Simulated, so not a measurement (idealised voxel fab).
process module | voxel capacitor over wiring
cross-section cut | 150 nm wide | cells 5 nm
A cross-section is a grid of square cells, given in bands from the top down. A band is one or more rows of cells.
Each band's line starts with the height of the band's top and of its bottom, in nm. Then come its materials from left to right, each with its width in nm. One material with "throughout" fills the band from edge to edge. "air" is empty space.
Height 0 is the level under which the wafer as received is all one material. The lowest band goes on downwards, as in "0 down".
A width such as "30 to 40" changes by the same amount from each row of cells to the next, from the band's top row to its bottom row.
"no change" after a step means that no cell of the cross-section changed.
closed voids: empty space of 8 cells or more with no open way to the top, each as width x height at its distance from the left edge, in nm
after a step's settings: what the simulator itself notes on the step
overlay nm, on a step with a mask: how far to the right of its planned place the mask lay; to the left if negative
plan
1 op RECEIVE | material Si
2 op CONFORMAL_DEP | material SiO2 | thk nm 15
3 op CONFORMAL_DEP | material SiCN | thk nm 5
4 op DIRECTIONAL_DEP | material SiO2 | thk nm 25
5 op PATTERN | tone open | mask id METAL_1 | material resist | width nm 20 | pitch nm 90 | thk nm 15 | overlay nm 0
6 op DIRECTIONAL_ETCH | etch materials SiO2 | depth nm 25
7 op DIRECTIONAL_ETCH | etch materials SiCN | depth nm 5
8 op STRIP | etch materials resist
9 op CONFORMAL_DEP | material TiN | thk nm 5
10 op FILL_DEP | material W | thk nm 10
11 op CMP | height nm 45
12 op CONFORMAL_DEP | material SiCN | thk nm 5
13 op DIRECTIONAL_DEP | material lowk | thk nm 10
14 op MASKED_ETCH | tone open | mask id PLUG_1 | width nm 15 | etch materials lowk | depth nm 10 | overlay nm 0
15 op MASKED_ETCH | tone open | mask id PLUG_1 | width nm 15 | etch materials SiCN | depth nm 5 | overlay nm 0
16 op EPI | material Ru | thk nm 10
17 op EPI | material Ru | thk nm 5
18 op DIRECTIONAL_DEP | material TiN | thk nm 10
19 op DIRECTIONAL_DEP | material HfO2 | thk nm 5
20 op DIRECTIONAL_DEP | material TiN | thk nm 10
21 op MASKED_ETCH | tone cover | mask id UPPER_PLATE | width nm 75 | etch materials TiN | depth nm 10 | overlay nm 0
22 op MASKED_ETCH | tone cover | mask id UPPER_PLATE | width nm 75 | etch materials HfO2 | depth nm 5 | overlay nm 0
23 op DIRECTIONAL_DEP | material aC | thk nm 15
24 op PATTERN | tone cover | mask id LOWER_PLATE | material resist | width nm 85 | thk nm 35 | overlay nm 0
25 op DIRECTIONAL_ETCH | etch materials aC | depth nm 15
26 op STRIP | etch materials resist
27 op DIRECTIONAL_ETCH | etch materials TiN | depth nm 10
28 op STRIP | etch materials aC
29 op FILL_DEP | material SiO2 | thk nm 20
30 op CMP | height nm 100
31 op MASKED_ETCH | tone open | mask id PLUG_2 | width nm 15 | etch materials SiO2 | depth nm 15 | overlay nm 0
32 op CONFORMAL_DEP | material TiN | thk nm 5
33 op FILL_DEP | material Cu | thk nm 5
34 op CMP | height nm 100
35 op CONFORMAL_DEP | material SiCN | thk nm 5
as received, after step 1
  0 down: Si throughout
  closed voids: none
a wafer at the end: this start, this plan, one mistake
  105 to 100: SiCN throughout
  100 to 95: SiO2 35 | TiN 5 | Cu 5 | TiN 5 | SiO2 100
  95 to 85: SiO2 35 | TiN 15 to 65 | SiO2 100 to 50
  85 to 80: SiO2 40 | TiN 60 | SiO2 50
  80 to 75: SiO2 25 | TiN 15 | HfO2 60 | SiO2 50
  75 to 70: SiO2 20 | TiN 85 | SiO2 45
  70 to 65: SiO2 20 | TiN 5 | HfO2 15 | TiN 65 | SiO2 45
  65 to 55: lowk 25 | TiN 15 | lowk 110
  55 to 50: lowk throughout
  50 to 45: SiCN throughout
  45 to 20: SiO2 20 | TiN 5 | W 10 | TiN 5 | SiO2 70 | TiN 5 | W 10 | TiN 5 | SiO2 20
  20 to 15: SiCN 20 | TiN 20 | SiCN 70 | TiN 20 | SiCN 20
  15 to 0: SiO2 throughout
  0 down: Si throughout
  closed voids: none
what went wrong: step 13 ran as: op DIRECTIONAL_DEP | material lowk | thk nm 15
